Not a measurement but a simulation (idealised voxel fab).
process module | voxel ribs on slabs
Shown is cross-section cut, with a width of 145 nm and square cells of size 5 nm.
Cross-section spec: square-cell grid; bands listed top down; each band is one or more rows.
The band entry comprises the height of the band's top followed by the height of its bottom, expressed in nm, and subsequently the band's materials from left to right, each stated together with its width in nm. Where a single material is marked with the word "full width", that material fills the band from edge to edge. The word "empty" represents empty space.
Beneath 0, the wafer as received is one material, and that level is where height counting begins. The lowest band goes on downward without a bottom; it is written like "0..down".
A two-number width, for instance "30->40", indicates that the width is equal to the first number in the top row of the band and to the second number in the bottom row, and that it changes by a constant amount per row of cells.
Reading "left unchanged" for a step: not a cell of the cross-section changed in it.
Any empty space of 8 cells or more lacking an open way to the top shows up in "Enclosed cavities" as width x height at distance, distance from the left edge, in nm.
It should be noted that, on the line of a given step, the content following the step's settings is a remark produced by the simulator itself with respect to that step.
Steps that use a mask can have "overlay nm" on their line. It says how far the mask sat to the right of where it was meant to be. Negative means to the left.
Steps in the process plan
1,RECEIVE [material Si]
2,DIRECTIONAL_DEP [material SiO2] [thk nm 25]
3,DIRECTIONAL_DEP [material polySi] [thk nm 25]
4,PATTERN [tone cover] [mask id RIB] [material resist] [width nm 20] [thk nm 15] [overlay nm 0]
5,DIRECTIONAL_ETCH [etch materials polySi] [depth nm 15]
6,STRIP [etch materials resist]
7,MASKED_ETCH [tone cover] [mask id SLAB] [width nm 80] [etch materials polySi] [depth nm 10] [overlay nm 0]
8,FILL_DEP [material SiO2] [thk nm 15]
9,CMP [height nm 60]
10,DIRECTIONAL_DEP [material TiN] [thk nm 5]
11,PATTERN [tone cover] [mask id HEATER] [material resist] [width nm 30] [thk nm 20] [overlay nm 0]
12,DIRECTIONAL_ETCH [etch materials TiN] [depth nm 5]
13,STRIP [etch materials resist]
14,CONFORMAL_DEP [material SiN] [thk nm 5]
Cross-section of the wafer upon arrival, representing the state reached after step 1
  0..down = Si full width
  Enclosed cavities: none
End-of-module cross-section. Starting structure and process plan as above; one mistake made in running it
  65..60 = empty 55  TiN 30  empty 60
  60..50 = SiO2 full width
  50..35 = SiO2 60  polySi 20  SiO2 65
  35..25 = SiO2 30  polySi 80  SiO2 35
  25..0 = SiO2 full width
  0..down = Si full width
  Enclosed cavities: none
In executing the process, a mistake was made relative to the plan: the plan's step 14 went unexecuted, having been skipped
